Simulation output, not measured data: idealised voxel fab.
process module | voxel local oxidation
cross-section cut | 285 nm wide | cells 5 nm
A cross-section is a grid of square cells, given in bands from the top down. A band is one or more rows of cells.
Each band's line starts with the height of the band's top and of its bottom, in nm. Then come its materials from left to right, each with its width in nm. One material with "throughout" fills the band from edge to edge. "air" is empty space.
Height 0 is the level under which the wafer as received is all one material. The lowest band goes on downwards, as in "0 down".
A width such as "30 to 40" changes by the same amount from each row of cells to the next, from the band's top row to its bottom row.
"no change" after a step means that no cell of the cross-section changed.
closed voids: empty space of 8 cells or more with no open way to the top, each as width x height at its distance from the left edge, in nm
after a step's settings: what the simulator itself notes on the step
overlay nm, on a step with a mask: how far to the right of its planned place the mask lay; to the left if negative
plan
1 op RECEIVE | material Si
2 op OXIDIZE | depth nm 5
3 op CONFORMAL_DEP | material SiN | thk nm 15
4 op DIRECTIONAL_DEP | material aC | thk nm 10
5 op PATTERN | tone cover | mask id ACTIVE | material resist | width nm 105 | pitch nm 125 | thk nm 25 | overlay nm 0
6 op DIRECTIONAL_ETCH | etch materials aC | depth nm 10
7 op STRIP | etch materials resist
8 op DIRECTIONAL_ETCH | etch materials SiN | depth nm 15
9 op STRIP | etch materials aC
10 op SELECTIVE_ETCH | etch materials SiO2 | depth nm 5
11 op OXIDIZE | depth nm 15
12 op STRIP | etch materials SiN
as received, after step 1
  0 down: Si throughout
  closed voids: none
a wafer at the end: this start, this plan, one mistake
  0 to -5: air 40 | SiO2 75 | air 50 | SiO2 75 | air 45
  -5 to -20: SiO2 55 | Si 45 | SiO2 80 | Si 45 | SiO2 60
  -20 down: Si throughout
  closed voids: none
what went wrong: step 10 ran as: op SELECTIVE_ETCH | etch materials SiO2 | depth nm 15
